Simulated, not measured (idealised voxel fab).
process module | voxel transistor to metal
cross-section cut | 140 nm wide | cells 5 nm
A cross-section is a grid of square cells, given in bands from the top down. A band is one or more rows of cells.
Each band's line starts with the height of the band's top and of its bottom, in nm. Then come its materials from left to right, each with its width in nm. One material with "throughout" fills the band from edge to edge. "air" is empty space.
Height 0 is the level under which the wafer as received is all one material. The lowest band goes on downwards, as in "0 down".
A width such as "30 to 40" changes by the same amount from each row of cells to the next, from the band's top row to its bottom row.
"no change" after a step means that no cell of the cross-section changed.
closed voids: empty space of 8 cells or more with no open way to the top, each as width x height at its distance from the left edge, in nm
after a step's settings: what the simulator itself notes on the step
overlay nm, on a step with a mask: how far to the right of its planned place the mask lay; to the left if negative
plan
1 op RECEIVE | material Si
2 op OXIDIZE | depth nm 5
3 op CONFORMAL_DEP | material SiN | thk nm 15
4 op DIRECTIONAL_DEP | material aC | thk nm 15
5 op PATTERN | tone cover | mask id ACTIVE | material resist | width nm 105 | thk nm 30 | overlay nm 0
6 op DIRECTIONAL_ETCH | etch materials aC | depth nm 15
7 op STRIP | etch materials resist
8 op DIRECTIONAL_ETCH | etch materials SiN | depth nm 15
9 op DIRECTIONAL_ETCH | etch materials SiO2 | depth nm 5
10 op DIRECTIONAL_ETCH | etch materials Si | depth nm 20
11 op STRIP | etch materials aC
12 op OXIDIZE | depth nm 5
13 op FILL_DEP | material SiO2 | thk nm 5
14 op CMP | height nm 15
15 op SELECTIVE_ETCH | etch materials SiO2 | depth nm 10
16 op STRIP | etch materials SiN
17 op SELECTIVE_ETCH | etch materials SiO2 | depth nm 5
18 op OXIDIZE | depth nm 5
19 op DIRECTIONAL_DEP | material polySi | thk nm 30
20 op DIRECTIONAL_DEP | material SiCN | thk nm 15
21 op PATTERN | tone cover | mask id GATE | material resist | width nm 25 | thk nm 20 | overlay nm 0
22 op DIRECTIONAL_ETCH | etch materials SiCN | depth nm 25
23 op DIRECTIONAL_ETCH | etch materials polySi | depth nm 40
24 op STRIP | etch materials resist
25 op CONFORMAL_DEP | material SiN | thk nm 5
26 op DIRECTIONAL_ETCH | etch materials SiN | depth nm 5
27 op DIRECTIONAL_ETCH | etch materials SiO2 | depth nm 5
28 op DIRECTIONAL_ETCH | etch materials Si | depth nm 15
29 op EPI | material nSi | thk nm 15
30 op FILL_DEP | material SiO2 | thk nm 5
31 op CMP | height nm 40
32 op DIRECTIONAL_DEP | material SiO2 | thk nm 10
33 op MASKED_ETCH | tone open | mask id CONTACT | width nm 20 | pitch nm 75 | etch materials SiO2 | depth nm 60 | overlay nm 0
34 op CONFORMAL_DEP | material TiN | thk nm 5
35 op FILL_DEP | material Ru | thk nm 5
36 op CMP | height nm 50
37 op DIRECTIONAL_DEP | material TiN | thk nm 5
38 op DIRECTIONAL_DEP | material Ru | thk nm 20
39 op DIRECTIONAL_DEP | material aC | thk nm 15
40 op PATTERN | tone cover | mask id METAL_1 | material resist | width nm 20 | pitch nm 75 | thk nm 35 | overlay nm 0
41 op DIRECTIONAL_ETCH | etch materials aC | depth nm 15
42 op STRIP | etch materials resist
43 op DIRECTIONAL_ETCH | etch materials Ru | depth nm 20
44 op DIRECTIONAL_ETCH | etch materials TiN | depth nm 5
45 op STRIP | etch materials aC
46 op CONFORMAL_DEP | material SiCN | thk nm 5
47 op FILL_DEP | material lowk | thk nm 10
48 op CMP | height nm 75
49 op CONFORMAL_DEP | material SiN | thk nm 5
as received, after step 1
  0 down: Si throughout
  closed voids: none
a wafer at the end: this start, this plan, one mistake
  80 to 75: SiN throughout
  75 to 55: lowk 15 | SiCN 5 | Ru 20 | SiCN 5 | lowk 45 | SiCN 5 | Ru 20 | SiCN 5 | lowk 20
  55 to 50: SiCN 20 | TiN 20 | SiCN 55 | TiN 20 | SiCN 25
  50 to 40: SiO2 20 | TiN 5 | Ru 10 | TiN 5 | SiO2 55 | TiN 5 | Ru 10 | TiN 5 | SiO2 25
  40 to 25: SiO2 20 | TiN 5 | Ru 10 | TiN 5 | SiN 5 | SiCN 25 | SiN 5 | SiO2 20 | TiN 5 | Ru 10 | TiN 5 | SiO2 25
  25 to 10: SiO2 20 | TiN 5 | Ru 10 | TiN 5 | SiN 5 | polySi 25 | SiN 5 | SiO2 20 | TiN 5 | Ru 10 | TiN 5 | SiO2 25
  10 to 5: SiO2 20 | TiN 20 | SiN 5 | polySi 25 | SiN 5 | SiO2 20 | TiN 5 | Ru 10 | TiN 5 | SiO2 25
  5 to 0: SiO2 20 | TiN 5 | nSi 15 | SiN 5 | polySi 25 | SiN 5 | nSi 15 | SiO2 5 | TiN 5 | Ru 10 | TiN 5 | SiO2 25
  0 to -5: SiO2 10 | SiN 5 | SiO2 5 | TiN 5 | nSi 15 | SiN 5 | polySi 25 | SiN 5 | nSi 15 | SiO2 5 | TiN 5 | Ru 10 | TiN 5 | SiO2 5 | SiN 5 | SiO2 15
  -5 to -10: SiO2 20 | TiN 5 | nSi 15 | SiO2 35 | nSi 15 | SiO2 5 | TiN 20 | SiO2 25
  -10 to -25: SiO2 20 | nSi 20 | Si 35 | nSi 40 | SiO2 25
  -25 to -30: SiO2 20 | Si 95 | SiO2 25
  -30 down: Si throughout
  closed voids: none
what went wrong: step 21 ran as: op PATTERN | tone cover | mask id GATE | material resist | width nm 25 | thk nm 20 | overlay nm -10
